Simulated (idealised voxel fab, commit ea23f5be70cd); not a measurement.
process module | voxel self aligned contacts
cross-section cut | 290 nm wide | cells 5 nm
A cross-section is a grid of square cells, given in bands from the top down. A band is one or more rows of cells.
Each band's line starts with the height of the band's top and of its bottom, in nm. Then come its materials from left to right, each with its width in nm. One material with "throughout" fills the band from edge to edge. "air" is empty space.
Height 0 is the level under which the wafer as received is all one material. The lowest band goes on downwards, as in "0 down".
A width such as "30 to 40" changes by the same amount from each row of cells to the next, from the band's top row to its bottom row.
"no change" after a step means that no cell of the cross-section changed.
closed voids: empty space of 8 cells or more with no open way to the top, each as width x height at its distance from the left edge, in nm
after a step's settings: what the simulator itself notes on the step
overlay nm, on a step with a mask: how far to the right of its planned place the mask lay; to the left if negative
plan
1 op RECEIVE | material Si
2 op OXIDIZE | depth nm 5
3 op DIRECTIONAL_DEP | material polySi | thk nm 25
4 op DIRECTIONAL_DEP | material SiN | thk nm 20
5 op DIRECTIONAL_DEP | material aC | thk nm 15
6 op PATTERN | tone cover | mask id GATE | material resist | width nm 25 | pitch nm 70 | thk nm 30 | overlay nm 0
7 op DIRECTIONAL_ETCH | etch materials aC | depth nm 15
8 op STRIP | etch materials resist
9 op DIRECTIONAL_ETCH | etch materials SiN | depth nm 20
10 op DIRECTIONAL_ETCH | etch materials polySi | depth nm 25
11 op STRIP | etch materials aC
12 op CONFORMAL_DEP | material SiN | thk nm 10
13 op DIRECTIONAL_ETCH | etch materials SiN | depth nm 10
14 op FILL_DEP | material SiO2 | thk nm 20
15 op CMP | height nm 55
16 op MASKED_ETCH | tone open | mask id CONTACT | width nm 55 | etch materials SiO2 | depth nm 60 | overlay nm 0
17 op CONFORMAL_DEP | material TiN | thk nm 5
18 op FILL_DEP | material W | thk nm 10
19 op CMP | height nm 55
20 op CONFORMAL_DEP | material SiN | thk nm 5
as received, after step 1
  0 down: Si throughout
  closed voids: none
a wafer at the end: this start, this plan, one mistake
  60 to 55: SiN throughout
  55 to 50: SiO2 85 | SiN 45 | TiN 5 | W 15 | TiN 5 | SiN 45 | SiO2 90
  50 to 30: SiO2 85 | SiN 10 | polySi 25 | SiN 10 | TiN 5 | W 15 | TiN 5 | SiN 10 | polySi 25 | SiN 10 | SiO2 90
  30 to 25: SiO2 85 | SiN 10 | polySi 25 | SiN 10 | TiN 25 | SiN 10 | polySi 25 | SiN 10 | SiO2 90
  25 to 0: polySi throughout
  0 to -5: SiO2 throughout
  -5 down: Si throughout
  closed voids: none
what went wrong: step 3 was run twice
